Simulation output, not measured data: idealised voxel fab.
Presented below is a process module, voxel double patterning.
The figure presents cross-section cut, which has a width of 210 nm and is divided into square cells with an edge length of 5 nm.
Cross-section spec: square-cell grid; bands listed top down; each band is one or more rows.
It is stipulated that each band's entry specify, in nanometres, the height of the top of the band and then that of its bottom, followed by the materials of the band in left-to-right sequence, each together with its width in nanometres. A single material marked by the word "full width" is understood to fill the band from edge to edge; the word "air" is understood to denote empty space.
Below 0: as-received wafer, all one material; heights counted from there. Lowest band: no bottom, goes on down, written "top 0, no bottom".
Top row gets the first number, bottom row gets the second, and each row in between changes by the same step: that is how a band width like "30..40" works.
It should be understood that the words "no modification", when stated for a given step, signify that the cross-section underwent no change in any of its cells during that step.
Empty spaces without an open route to the top, at least 8 cells in extent, make up the entry "Enclosed empty spaces"; each is given as width x height at distance, where the distance is measured from the left edge, and all are in nm.
Past the settings on a step's line: simulator remark, on that step.
A step's line can hold "overlay nm"; with a mask on that step, the setting says how far right of the planned place the mask lay, while a negative setting says it lay to the left.

List of planned process steps:
| 1 | RECEIVE (material Si) |
| 2 | CONFORMAL_DEP (material SiO2; thk nm 10) |
| 3 | DIRECTIONAL_DEP (material polySi; thk nm 10) |
| 4 | DIRECTIONAL_DEP (material SiN; thk nm 10) |
| 5 | DIRECTIONAL_DEP (material aC; thk nm 10) |
| 6 | PATTERN (tone open; mask id FIRST; material resist; width nm 15; pitch nm 50; thk nm 25; overlay nm 0) |
| 7 | DIRECTIONAL_ETCH (etch materials aC; depth nm 10) |
| 8 | STRIP (etch materials resist) |
| 9 | DIRECTIONAL_ETCH (etch materials SiN; depth nm 10) |
| 10 | STRIP (etch materials aC) |
| 11 | MASKED_ETCH (tone open; mask id SECOND; width nm 15; pitch nm 50; etch materials SiN; depth nm 10; overlay nm 0) |
| 12 | DIRECTIONAL_ETCH (etch materials polySi; depth nm 10) |
| 13 | STRIP (etch materials SiN) |

Delivered wafer in cross-section: state after step 1:
top 0, no bottom = Si full width
Enclosed empty spaces: none

As-planned run: cross-section of the first of two wafers at end of module:
top 20, bottom 10 = polySi 45 nm  air 15 nm  polySi 10 nm  air 15 nm  polySi 10 nm  air 15 nm  polySi 10 nm  air 15 nm  polySi 10 nm  air 15 nm  polySi 50 nm
top 10, bottom 0 = SiO2 full width
top 0, no bottom = Si full width
Enclosed empty spaces: none

Cross-sectional view of the second of two wafers upon completion of the module. This wafer shared its starting condition and process plan with the first; one error was made during its execution:
top 10, bottom 0 = polySi 45 nm  air 15 nm  polySi 10 nm  air 15 nm  polySi 10 nm  air 15 nm  polySi 10 nm  air 15 nm  polySi 10 nm  air 15 nm  polySi 50 nm
top 0, no bottom = Si full width
Enclosed empty spaces: none
So what did we get wrong on this run? yeah, step 2 of the plan got skipped, never ran
Heads up, by the end the second wafer has more or fewer cells of some materials compared to the first: SiO2: 84 fewer
